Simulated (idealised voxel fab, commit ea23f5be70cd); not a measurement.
Module name: voxel capacitor over wiring (process module)
Square cells of 5 nm make up the cross-section cut, whose width is 300 nm.
How to read a cross-section here: the picture is a grid of square cells, written as bands going from the top down, and any band can span one or more rows of cells. Top height, bottom height, nm. Materials left to right, width each, nm. Single material + "throughout" = fills band edge to edge. "air" = empty. Heads up on the height convention: 0 is the point under which the incoming wafer is all one material, and the lowest band has no bottom, it just keeps going down, like "0 nm and below". Top row gets the first number, bottom row gets the second, and each row in between changes by the same step: that is how a band width like "30->40" works. Any step labelled "no modifications" changed none of the cells in the cross-section. "Fully closed voids": empty spaces of 8 cells or more with no open way to the top, each given as width x height at distance, distance from the left edge, all in nm. Where a step's line continues beyond its settings, the continuation is a remark by the simulator itself on that step. The "overlay nm" setting may appear on a step's line; for a step that uses a mask, it gives how far to the right of its planned position the mask lay, and a negative value indicates the left.

# Planned process steps
| 1 | RECEIVE | material Si |
| 2 | CONFORMAL_DEP | material SiO2 | thk nm 15 |
| 3 | DIRECTIONAL_DEP | material TiN | thk nm 5 |
| 4 | DIRECTIONAL_DEP | material W | thk nm 25 |
| 5 | PATTERN | tone cover | mask id METAL_1 | material resist | width nm 20 | pitch nm 85 | thk nm 20 | overlay nm 0 |
| 6 | DIRECTIONAL_ETCH | etch materials W | depth nm 25 |
| 7 | DIRECTIONAL_ETCH | etch materials TiN | depth nm 5 |
| 8 | STRIP | etch materials resist |
| 9 | CONFORMAL_DEP | material SiN | thk nm 5 |
| 10 | FILL_DEP | material lowk | thk nm 10 |
| 11 | CMP | height nm 45 |
| 12 | CONFORMAL_DEP | material SiCN | thk nm 5 |
| 13 | DIRECTIONAL_DEP | material lowk | thk nm 15 |
| 14 | DIRECTIONAL_DEP | material aC | thk nm 10 |
| 15 | PATTERN | tone open | mask id PLUG_1 | material resist | width nm 15 | thk nm 30 | overlay nm 0 |
| 16 | DIRECTIONAL_ETCH | etch materials aC | depth nm 10 |
| 17 | STRIP | etch materials resist |
| 18 | DIRECTIONAL_ETCH | etch materials lowk | depth nm 15 |
| 19 | DIRECTIONAL_ETCH | etch materials SiCN | depth nm 5 |
| 20 | STRIP | etch materials aC |
| 21 | EPI | material Ru | thk nm 10 |
| 22 | EPI | material Ru | thk nm 10 |
| 23 | DIRECTIONAL_DEP | material TiN | thk nm 5 |
| 24 | DIRECTIONAL_DEP | material Al2O3 | thk nm 5 |
| 25 | DIRECTIONAL_DEP | material TiN | thk nm 10 |
| 26 | MASKED_ETCH | tone cover | mask id UPPER_PLATE | width nm 70 | etch materials TiN | depth nm 10 | overlay nm 0 |
| 27 | MASKED_ETCH | tone cover | mask id UPPER_PLATE | width nm 70 | etch materials Al2O3 | depth nm 5 | overlay nm 0 |
| 28 | DIRECTIONAL_DEP | material aC | thk nm 15 |
| 29 | PATTERN | tone cover | mask id LOWER_PLATE | material resist | width nm 80 | thk nm 30 | overlay nm 0 |
| 30 | DIRECTIONAL_ETCH | etch materials aC | depth nm 15 |
| 31 | STRIP | etch materials resist |
| 32 | DIRECTIONAL_ETCH | etch materials TiN | depth nm 5 |
| 33 | STRIP | etch materials aC |
| 34 | FILL_DEP | material SiO2 | thk nm 20 |
| 35 | CMP | height nm 100 |
| 36 | MASKED_ETCH | tone open | mask id PLUG_2 | width nm 15 | etch materials SiO2 | depth nm 15 | overlay nm 0 |
| 37 | CONFORMAL_DEP | material TiN | thk nm 5 |
| 38 | FILL_DEP | material Ru | thk nm 10 |
| 39 | CMP | height nm 100 |
| 40 | CONFORMAL_DEP | material SiN | thk nm 5 |

# As-received wafer cross-section (after step 1)
> 0 nm and below: Si throughout
> Fully closed voids: none

# Looking at the first of two wafers in cross-section at end of module - ran to plan
> 105 nm to 100 nm: SiN throughout
> 100 nm to 90 nm: SiO2 110 nm | TiN 5 nm | Ru 5 nm | TiN 5 nm | SiO2 175 nm
> 90 nm to 85 nm: SiO2 110 nm | TiN 15 nm | SiO2 175 nm
> 85 nm to 75 nm: SiO2 100 nm | TiN 70 nm | SiO2 130 nm
> 75 nm to 70 nm: SiO2 100 nm | Al2O3 70 nm | SiO2 130 nm
> 70 nm to 65 nm: SiO2 95 nm | TiN 80 nm | SiO2 125 nm
> 65 nm to 50 nm: lowk 100 nm | Ru 15 nm | lowk 185 nm
> 50 nm to 45 nm: SiCN 100 nm | Ru 15 nm | SiCN 185 nm
> 45 nm to 20 nm: lowk 90 nm | SiN 5 nm | W 20 nm | SiN 5 nm | lowk 55 nm | SiN 5 nm | W 20 nm | SiN 5 nm | lowk 95 nm
> 20 nm to 15 nm: SiN 95 nm | TiN 20 nm | SiN 65 nm | TiN 20 nm | SiN 100 nm
> 15 nm to 0 nm: SiO2 throughout
> 0 nm and below: Si throughout
> Fully closed voids: none

# Same start, same plan as the first wafer - but one mistake in the run. Cross-section of the second of the two at the end of the module
> 105 nm to 100 nm: SiN throughout
> 100 nm to 90 nm: SiO2 110 nm | TiN 5 nm | Ru 5 nm | TiN 5 nm | SiO2 175 nm
> 90 nm to 85 nm: SiO2 110 nm | TiN 15 nm | SiO2 175 nm
> 85 nm to 80 nm: SiO2 throughout
> 80 nm to 70 nm: SiO2 100 nm | TiN 70 nm | SiO2 130 nm
> 70 nm to 65 nm: SiO2 95 nm | TiN 80 nm | SiO2 125 nm
> 65 nm to 50 nm: lowk 100 nm | Ru 15 nm | lowk 185 nm
> 50 nm to 45 nm: SiCN 100 nm | Ru 15 nm | SiCN 185 nm
> 45 nm to 20 nm: lowk 90 nm | SiN 5 nm | W 20 nm | SiN 5 nm | lowk 55 nm | SiN 5 nm | W 20 nm | SiN 5 nm | lowk 95 nm
> 20 nm to 15 nm: SiN 95 nm | TiN 20 nm | SiN 65 nm | TiN 20 nm | SiN 100 nm
> 15 nm to 0 nm: SiO2 throughout
> 0 nm and below: Si throughout
> Fully closed voids: none
Here's what went sideways: step 24 was left out
End check, counted in cells, second wafer has more or fewer of these materials than the first: Al2O3: 14 fewer; SiO2: 14 more
